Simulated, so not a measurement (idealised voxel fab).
You're looking at the process module voxel transistor to metal.
This is section cut - it's 270 nm across, gridded in 5 nm square cells.
Cross-section spec: square-cell grid; bands listed top down; each band is one or more rows.
Band entry format. Leading values: height of top, height of bottom, nm. Remainder: materials in left-to-right order, each with its width in nm. Special words: "edge to edge" on a single material, which then fills the band edge to edge; "blank", empty space.
For the purposes of this specification, 0 denotes the height below which the wafer in its as-received condition is composed wholly of one material, and the lowermost band, lacking a lower limit, extends downward without end, as expressed in "0..down".
A width given as "30->40" starts at the first number in the band's top row and ends at the second number in its bottom row, shifting by an equal amount at every step from row to row.
Step note "no change occurred" = no cross-section cell changed.
In "Completely sealed voids" the enclosed voids are listed, meaning empty spaces of 8 cells or larger without any opening to the top. The form is width x height at distance, distance from the left edge, units nm.
The remark found on a step's line after its settings is issued by the simulator itself and pertains to that step.
Regarding "overlay nm": on a step with a mask, it is the distance the mask lay to the right of its planned place; a negative value places it to the left.

These are the steps we planned for the process
1. RECEIVE | material Si
2. OXIDIZE | depth nm 5
3. CONFORMAL_DEP | material SiN | thk nm 10
4. MASKED_ETCH | tone cover | mask id ACTIVE | width nm 95 | pitch nm 115 | etch materials SiN | depth nm 10 | overlay nm 0
5. MASKED_ETCH | tone cover | mask id ACTIVE | width nm 95 | pitch nm 115 | etch materials SiO2 | depth nm 5 | overlay nm 0
6. MASKED_ETCH | tone cover | mask id ACTIVE | width nm 95 | pitch nm 115 | etch materials Si | depth nm 25 | overlay nm 0
7. OXIDIZE | depth nm 5
8. FILL_DEP | material SiO2 | thk nm 10
9. CMP | height nm 10
10. SELECTIVE_ETCH | etch materials SiO2 | depth nm 5
11. STRIP | etch materials SiN
12. SELECTIVE_ETCH | etch materials SiO2 | depth nm 5
13. OXIDIZE | depth nm 5
14. DIRECTIONAL_DEP | material polySi | thk nm 30
15. DIRECTIONAL_DEP | material SiCN | thk nm 10
16. MASKED_ETCH | tone cover | mask id GATE | width nm 15 | pitch nm 115 | etch materials SiCN | depth nm 20 | overlay nm 0
17. MASKED_ETCH | tone cover | mask id GATE | width nm 15 | pitch nm 115 | etch materials polySi | depth nm 40 | overlay nm 0
18. CONFORMAL_DEP | material SiO2 | thk nm 5
19. DIRECTIONAL_ETCH | etch materials SiO2 | depth nm 5
20. CONFORMAL_DEP | material SiN | thk nm 10
21. DIRECTIONAL_ETCH | etch materials SiN | depth nm 10
22. DIRECTIONAL_ETCH | etch materials SiO2 | depth nm 5
23. DIRECTIONAL_ETCH | etch materials Si | depth nm 15
24. EPI | material nSi | thk nm 15
25. FILL_DEP | material SiO2 | thk nm 10
26. CMP | height nm 35
27. DIRECTIONAL_DEP | material SiO2 | thk nm 15
28. DIRECTIONAL_DEP | material aC | thk nm 15
29. PATTERN | tone open | mask id CONTACT | material resist | width nm 30 | thk nm 35 | overlay nm 0
30. DIRECTIONAL_ETCH | etch materials aC | depth nm 15
31. STRIP | etch materials resist
32. DIRECTIONAL_ETCH | etch materials SiO2 | depth nm 45
33. STRIP | etch materials aC
34. CONFORMAL_DEP | material TiN | thk nm 5
35. FILL_DEP | material W | thk nm 10
36. CMP | height nm 50
37. DIRECTIONAL_DEP | material TiN | thk nm 5
38. DIRECTIONAL_DEP | material Ru | thk nm 15
39. MASKED_ETCH | tone cover | mask id METAL_1 | width nm 15 | etch materials Ru | depth nm 15 | overlay nm 0
40. MASKED_ETCH | tone cover | mask id METAL_1 | width nm 15 | etch materials TiN | depth nm 5 | overlay nm 0
41. CONFORMAL_DEP | material SiCN | thk nm 5
42. FILL_DEP | material SiO2 | thk nm 5
43. CMP | height nm 70
44. CONFORMAL_DEP | material SiCN | thk nm 5

Incoming wafer in cross-section (state: after step 1)
    0..down = Si edge to edge
    Completely sealed voids: none

This is how the wafer looks in cross-section once the module is done, given the starting state and plan above and one mistake in carrying the plan out
    75..70 = SiCN edge to edge
    70..55 = 30 SiO2  5 SiCN  15 Ru  5 SiCN  45 SiO2  5 SiCN  15 Ru  5 SiCN  20 SiO2  5 SiCN  15 Ru  5 SiCN  45 SiO2  5 SiCN  15 Ru  5 SiCN  30 SiO2
    55..50 = 35 SiCN  15 TiN  55 SiCN  15 TiN  30 SiCN  15 TiN  55 SiCN  15 TiN  35 SiCN
    50..40 = 35 SiO2  5 TiN  20 W  5 TiN  25 SiO2  5 TiN  20 W  5 TiN  30 SiO2  5 TiN  20 W  5 TiN  25 SiO2  5 TiN  20 W  5 TiN  35 SiO2
    40..35 = 35 SiO2  5 TiN  10 W  15 TiN  25 SiO2  15 TiN  10 W  5 TiN  30 SiO2  5 TiN  10 W  15 TiN  25 SiO2  15 TiN  10 W  5 TiN  35 SiO2
    35..25 = 35 SiO2  5 TiN  10 W  5 TiN  10 SiN  5 SiO2  15 SiCN  5 SiO2  10 SiN  5 TiN  10 W  5 TiN  30 SiO2  5 TiN  10 W  5 TiN  10 SiN  5 SiO2  15 SiCN  5 SiO2  10 SiN  5 TiN  10 W  5 TiN  35 SiO2
    25..10 = 35 SiO2  5 TiN  10 W  5 TiN  10 SiN  5 SiO2  15 polySi  5 SiO2  10 SiN  5 TiN  10 W  5 TiN  30 SiO2  5 TiN  10 W  5 TiN  10 SiN  5 SiO2  15 polySi  5 SiO2  10 SiN  5 TiN  10 W  5 TiN  35 SiO2
    10..5 = 35 SiO2  20 TiN  10 SiN  5 SiO2  15 polySi  5 SiO2  10 SiN  20 TiN  30 SiO2  20 TiN  10 SiN  5 SiO2  15 polySi  5 SiO2  10 SiN  20 TiN  35 SiO2
    5..0 = 35 SiO2  20 nSi  10 SiN  5 SiO2  15 polySi  5 SiO2  10 SiN  20 nSi  30 SiO2  20 nSi  10 SiN  5 SiO2  15 polySi  5 SiO2  10 SiN  20 nSi  35 SiO2
    0..-5 = 30 SiO2  10 SiN  15 nSi  10 SiN  5 SiO2  15 polySi  5 SiO2  10 SiN  15 nSi  10 SiN  20 SiO2  10 SiN  15 nSi  10 SiN  5 SiO2  15 polySi  5 SiO2  10 SiN  15 nSi  10 SiN  30 SiO2
    -5..-10 = 40 SiO2  15 nSi  45 SiO2  15 nSi  40 SiO2  15 nSi  45 SiO2  15 nSi  40 SiO2
    -10..-35 = 35 SiO2  5 Si  15 nSi  45 Si  15 nSi  5 Si  30 SiO2  5 Si  15 nSi  45 Si  15 nSi  5 Si  35 SiO2
    -35..-40 = 40 Si  15 nSi  45 Si  15 nSi  40 Si  15 nSi  45 Si  15 nSi  40 Si
    -40..down = Si edge to edge
    Completely sealed voids: none
What was done differently from what was planned? the plan had its step 23 run twice
